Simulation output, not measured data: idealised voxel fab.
Presented below is a process module, voxel capacitor over wiring.
Displayed cross-section: cut, width of 210 nm, square cells sized 5 nm.
A cross-section is a grid of square cells, given in bands from the top down. A band is one or more rows of cells. In this notation a band is specified by the heights of its top and bottom, in that order and in nm, after which its materials appear from left to right, each paired with its width in nm. The word "throughout" attached to a single material means that material fills the band from edge to edge; the word "empty" stands for empty space. Note: height 0 marks the level under which the wafer is uniformly one material as received. Lowest band unbounded below, written "0 and below". The two numbers in a width such as "30..40" mark its ends across the band: the first belongs to the top row of cells, the second to the bottom row, and from each row to the next the width moves by the same amount. "identical to before" for a step: no cell of the cross-section changed in that step. "Closed-off voids" enumerates empty spaces isolated from the top, with no open way to it, that contain at least 8 cells, giving each as width x height at distance from the left edge, all three in nm. That trailing text on a step's line, after the settings, is the simulator's own remark on the step. The setting "overlay nm" may be written on the line of a step. When the step uses a mask, the value reports how far to the right of the planned place the mask lay, and a negative value reports that it lay to the left.
# Planned process steps
step 1: RECEIVE | material Si
step 2: CONFORMAL_DEP | material SiO2 | thk nm 15
step 3: DIRECTIONAL_DEP | material TiN | thk nm 5
step 4: DIRECTIONAL_DEP | material W | thk nm 20
step 5: PATTERN | tone cover | mask id METAL_1 | material resist | width nm 25 | pitch nm 85 | thk nm 15 | overlay nm 0
step 6: DIRECTIONAL_ETCH | etch materials W | depth nm 20
step 7: DIRECTIONAL_ETCH | etch materials TiN | depth nm 5
step 8: STRIP | etch materials resist
step 9: CONFORMAL_DEP | material SiN | thk nm 5
step 10: FILL_DEP | material lowk | thk nm 5
step 11: CMP | height nm 40
step 12: CONFORMAL_DEP | material SiCN | thk nm 5
step 13: DIRECTIONAL_DEP | material lowk | thk nm 15
step 14: DIRECTIONAL_DEP | material aC | thk nm 15
step 15: PATTERN | tone open | mask id PLUG_1 | material resist | width nm 15 | thk nm 30 | overlay nm 0
step 16: DIRECTIONAL_ETCH | etch materials aC | depth nm 15
step 17: STRIP | etch materials resist
step 18: DIRECTIONAL_ETCH | etch materials lowk | depth nm 15
step 19: DIRECTIONAL_ETCH | etch materials SiCN | depth nm 5
step 20: STRIP | etch materials aC
step 21: EPI | material Ru | thk nm 10
step 22: EPI | material Ru | thk nm 10
step 23: DIRECTIONAL_DEP | material TiN | thk nm 10
step 24: DIRECTIONAL_DEP | material SiN | thk nm 5
step 25: DIRECTIONAL_DEP | material TiN | thk nm 5
step 26: PATTERN | tone cover | mask id UPPER_PLATE | material resist | width nm 65 | thk nm 15 | overlay nm 0
step 27: DIRECTIONAL_ETCH | etch materials TiN | depth nm 5
step 28: DIRECTIONAL_ETCH | etch materials SiN | depth nm 5
step 29: STRIP | etch materials resist
step 30: PATTERN | tone cover | mask id LOWER_PLATE | material resist | width nm 75 | thk nm 20 | overlay nm 0
step 31: DIRECTIONAL_ETCH | etch materials TiN | depth nm 10
step 32: STRIP | etch materials resist
step 33: FILL_DEP | material SiO2 | thk nm 15
step 34: CMP | height nm 90
step 35: DIRECTIONAL_DEP | material aC | thk nm 10
step 36: PATTERN | tone open | mask id PLUG_2 | material resist | width nm 15 | thk nm 30 | overlay nm 0
step 37: DIRECTIONAL_ETCH | etch materials aC | depth nm 10
step 38: STRIP | etch materials resist
step 39: DIRECTIONAL_ETCH | etch materials SiO2 | depth nm 10
step 40: STRIP | etch materials aC
step 41: CONFORMAL_DEP | material TiN | thk nm 5
step 42: FILL_DEP | material Ru | thk nm 10
step 43: CMP | height nm 90
step 44: CONFORMAL_DEP | material SiCN | thk nm 5
# So this is the incoming wafer in cross-section - it's already been through step 1
> 0 and below | Si throughout
> Closed-off voids: none
# Post-module cross-section of the first of two wafers (run per plan)
> 95 down to 90 | SiCN throughout
> 90 down to 85 | 70 of SiO2  5 of TiN  5 of Ru  5 of TiN  125 of SiO2
> 85 down to 75 | 70..60 of SiO2  15..65 of TiN  125..85 of SiO2
> 75 down to 70 | 60 of SiO2  65 of SiN  85 of SiO2
> 70 down to 60 | 55 of SiO2  75 of TiN  80 of SiO2
> 60 down to 45 | 60 of lowk  15 of Ru  135 of lowk
> 45 down to 40 | 60 of SiCN  15 of Ru  135 of SiCN
> 40 down to 20 | 45 of lowk  5 of SiN  25 of W  5 of SiN  50 of lowk  5 of SiN  25 of W  5 of SiN  45 of lowk
> 20 down to 15 | 50 of SiN  25 of TiN  60 of SiN  25 of TiN  50 of SiN
> 15 down to 0 | SiO2 throughout
> 0 and below | Si throughout
> Closed-off voids: none
# Here is the second of the two wafers cut open at the end of the module - same start, same plan as the first one, but we made one mistake running it
> 95 down to 90 | SiCN throughout
> 90 down to 85 | 70 of SiO2  5 of TiN  5 of Ru  5 of TiN  125 of SiO2
> 85 down to 75 | 70..60 of SiO2  15..65 of TiN  125..85 of SiO2
> 75 down to 70 | 60 of SiO2  65 of SiN  85 of SiO2
> 70 down to 60 | 55 of SiO2  75 of TiN  80 of SiO2
> 60 down to 45 | 60 of lowk  15 of Ru  135 of lowk
> 45 down to 40 | 60 of SiCN  15 of Ru  135 of SiCN
> 40 down to 20 | 55 of lowk  5 of SiN  25 of W  5 of SiN  50 of lowk  5 of SiN  25 of W  5 of SiN  35 of lowk
> 20 down to 15 | 60 of SiN  25 of TiN  60 of SiN  25 of TiN  40 of SiN
> 15 down to 0 | SiO2 throughout
> 0 and below | Si throughout
> Closed-off voids: none
Error vs. plan: in deviation from the planned setting, step 5 was conducted as PATTERN | tone cover | mask id METAL_1 | material resist | width nm 25 | pitch nm 85 | thk nm 15 | overlay nm 10
End check, second vs first wafer: material counts in cells match, positions do not.
